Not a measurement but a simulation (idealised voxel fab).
Title: Process Module voxel self aligned vias
Shown is cross-section cut, with a width of 140 nm and square cells of size 5 nm.
Cross-sections here: square-cell grids, written as top-down lists of bands, a band being one or more rows of cells. Heads up on the band format: heights come first, top then bottom, in nm. After that it's the materials left to right, each with its width in nm. A single material flagged "throughout" fills the whole band edge to edge, and "blank" means there's empty space there. Heads up on the height convention: 0 is the point under which the incoming wafer is all one material, and the lowest band has no bottom, it just keeps going down, like "0 and below". Note: "30->40" means the width goes from the first number (top row of the band) to the second number (bottom row) in equal steps per row of cells. No cell of the cross-section changed in a step that is given as "nothing got changed". Basically, "Closed void list" tells you about the enclosed voids: empty spaces with no open way to the top, 8 cells or bigger, each written width x height at distance, where distance is from the left edge, all in nm. Text after the settings on a step's line: the simulator's own remark on that step. "overlay nm", when on a step's line for a step with a mask, measures how far to the right of its planned place the mask lay; a negative measure means to the left.

-- Process steps (planned)
1,RECEIVE,material Si
2,CONFORMAL_DEP,material SiO2,thk nm 10
3,CONFORMAL_DEP,material SiCN,thk nm 5
4,DIRECTIONAL_DEP,material lowk,thk nm 20
5,MASKED_ETCH,tone open,mask id LINES,width nm 30,pitch nm 70,etch materials lowk,depth nm 20,overlay nm 0
6,CONFORMAL_DEP,material TiN,thk nm 5
7,FILL_DEP,material Ru,thk nm 5
8,CMP,height nm 35
9,SELECTIVE_ETCH,etch materials W Ru TiN,depth nm 5
10,FILL_DEP,material SiN,thk nm 10
11,CMP,height nm 35
12,DIRECTIONAL_DEP,material lowk,thk nm 20
13,PATTERN,tone open,mask id VIAS,material resist,width nm 40,thk nm 20,overlay nm 0
14,DIRECTIONAL_ETCH,etch materials lowk,depth nm 20
15,DIRECTIONAL_ETCH,etch materials SiN,depth nm 5
16,STRIP,etch materials resist
17,CONFORMAL_DEP,material TiN,thk nm 5
18,FILL_DEP,material Cu,thk nm 10
19,CMP,height nm 55
20,CONFORMAL_DEP,material SiCN,thk nm 5

-- as received, after step 1
> 0 and below = Si throughout
> Closed void list: none

-- The following cross-section depicts the wafer upon conclusion of the module. Processing commenced from the starting condition illustrated above and adhered to the plan illustrated above, save for one mistake in execution
> 60 down to 55 = SiCN throughout
> 55 down to 40 = 15 lowk; 5 TiN; 30 Cu; 5 TiN; 85 lowk
> 40 down to 35 = 15 lowk; 40 TiN; 85 lowk
> 35 down to 30 = 15 SiN; 10 TiN; 20 Ru; 10 TiN; 35 SiN; 5 TiN; 20 Ru; 5 TiN; 20 SiN
> 30 down to 20 = 20 lowk; 5 TiN; 20 Ru; 5 TiN; 40 lowk; 5 TiN; 20 Ru; 5 TiN; 20 lowk
> 20 down to 15 = 20 lowk; 30 TiN; 40 lowk; 30 TiN; 20 lowk
> 15 down to 10 = SiCN throughout
> 10 down to 0 = SiO2 throughout
> 0 and below = Si throughout
> Closed void list: none
Short version of what went wrong: contrary to plan, step 9 was performed as SELECTIVE_ETCH,etch materials lowk,depth nm 5
